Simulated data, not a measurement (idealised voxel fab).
Process module heading - voxel capacitor over wiring
Cross-sectional view cut (width: 230 nm; square cell size: 5 nm).
Cross-section spec: square-cell grid; bands listed top down; each band is one or more rows.
Top height, bottom height, nm. Materials left to right, width each, nm. Single material + "throughout" = fills band edge to edge. "air" = empty.
All heights in this document are referenced to 0, defined as the level beneath which the wafer, as received, consists entirely of one material. The lowest band is not bounded below; it extends indefinitely downward and is written in the form "z 0 and below".
Think of "30 to 40" as a width that walks from the first number to the second as you go down the band, top row to bottom row, taking equal-sized steps from row to row.
For the purposes of this document, the phrase "left unchanged" attached to a step denotes that no cell within the cross-section was modified by that step.
The entry titled "Unvented internal voids" provides the empty spaces that have no open way to the top, restricted to those of 8 cells or more. Each is presented as width x height at distance, the distance being measured from the left edge, with all three in nm.
Step line, after settings: the simulator's comment on this step.
Regarding "overlay nm": on a step with a mask, it is the distance the mask lay to the right of its planned place; a negative value places it to the left.
### The process steps that were planned are listed below
1,RECEIVE,material Si
2,CONFORMAL_DEP,material SiO2,thk nm 10
3,CONFORMAL_DEP,material SiCN,thk nm 5
4,DIRECTIONAL_DEP,material lowk,thk nm 20
5,MASKED_ETCH,tone open,mask id METAL_1,width nm 30,pitch nm 90,etch materials lowk,depth nm 20,overlay nm 0
6,MASKED_ETCH,tone open,mask id METAL_1,width nm 30,pitch nm 90,etch materials SiCN,depth nm 5,overlay nm 0
7,CONFORMAL_DEP,material TiN,thk nm 5
8,FILL_DEP,material W,thk nm 10
9,CMP,height nm 35
10,EPI,material Ru,thk nm 5
11,FILL_DEP,material SiCN,thk nm 5
12,DIRECTIONAL_DEP,material SiO2,thk nm 15
13,MASKED_ETCH,tone open,mask id PLUG_1,width nm 15,etch materials SiO2,depth nm 15,overlay nm 0
14,MASKED_ETCH,tone open,mask id PLUG_1,width nm 15,etch materials SiCN,depth nm 5,overlay nm 0
15,EPI,material Ru,thk nm 10
16,EPI,material Ru,thk nm 10
17,DIRECTIONAL_DEP,material TiN,thk nm 5
18,DIRECTIONAL_DEP,material SiN,thk nm 5
19,DIRECTIONAL_DEP,material TiN,thk nm 5
20,PATTERN,tone cover,mask id UPPER_PLATE,material resist,width nm 65,thk nm 15,overlay nm 0
21,DIRECTIONAL_ETCH,etch materials TiN,depth nm 5
22,DIRECTIONAL_ETCH,etch materials SiN,depth nm 5
23,STRIP,etch materials resist
24,MASKED_ETCH,tone cover,mask id LOWER_PLATE,width nm 75,etch materials TiN,depth nm 5,overlay nm 0
25,FILL_DEP,material SiO2,thk nm 20
26,CMP,height nm 90
27,PATTERN,tone open,mask id PLUG_2,material resist,width nm 15,thk nm 20,overlay nm 0
28,DIRECTIONAL_ETCH,etch materials SiO2,depth nm 15
29,STRIP,etch materials resist
30,CONFORMAL_DEP,material TiN,thk nm 5
31,FILL_DEP,material Ru,thk nm 10
32,CMP,height nm 90
33,CONFORMAL_DEP,material SiN,thk nm 5
### This is the cross-section of the wafer as we received it, i.e. after step 1
* z 0 and below = Si throughout
* Unvented internal voids: none
### a wafer at the end: this start, this plan, one mistake
* z 95 to 90 = SiN throughout
* z 90 to 80 = SiO2: 80; TiN: 5; Ru: 5; TiN: 5; SiO2: 135
* z 80 to 70 = SiO2: 80 to 70; TiN: 15 to 65; SiO2: 135 to 95
* z 70 to 65 = SiO2: 70; SiN: 65; SiO2: 95
* z 65 to 60 = SiO2: 65; TiN: 75; SiO2: 90
* z 60 to 45 = SiO2: 70; Ru: 15; SiO2: 145
* z 45 to 40 = SiCN: 75; Ru: 10; SiCN: 145
* z 40 to 35 = SiCN: 50; Ru: 40; SiCN: 50; Ru: 40; SiCN: 50
* z 35 to 15 = lowk: 55; TiN: 5; W: 20; TiN: 5; lowk: 60; TiN: 5; W: 20; TiN: 5; lowk: 55
* z 15 to 10 = SiCN: 55; TiN: 30; SiCN: 60; TiN: 30; SiCN: 55
* z 10 to 0 = SiO2 throughout
* z 0 and below = Si throughout
* Unvented internal voids: none
What broke from the plan during processing? the process deviated at step 14: the operation and settings actually run there were MASKED_ETCH,tone open,mask id PLUG_1,width nm 15,etch materials SiCN,depth nm 5,overlay nm 5
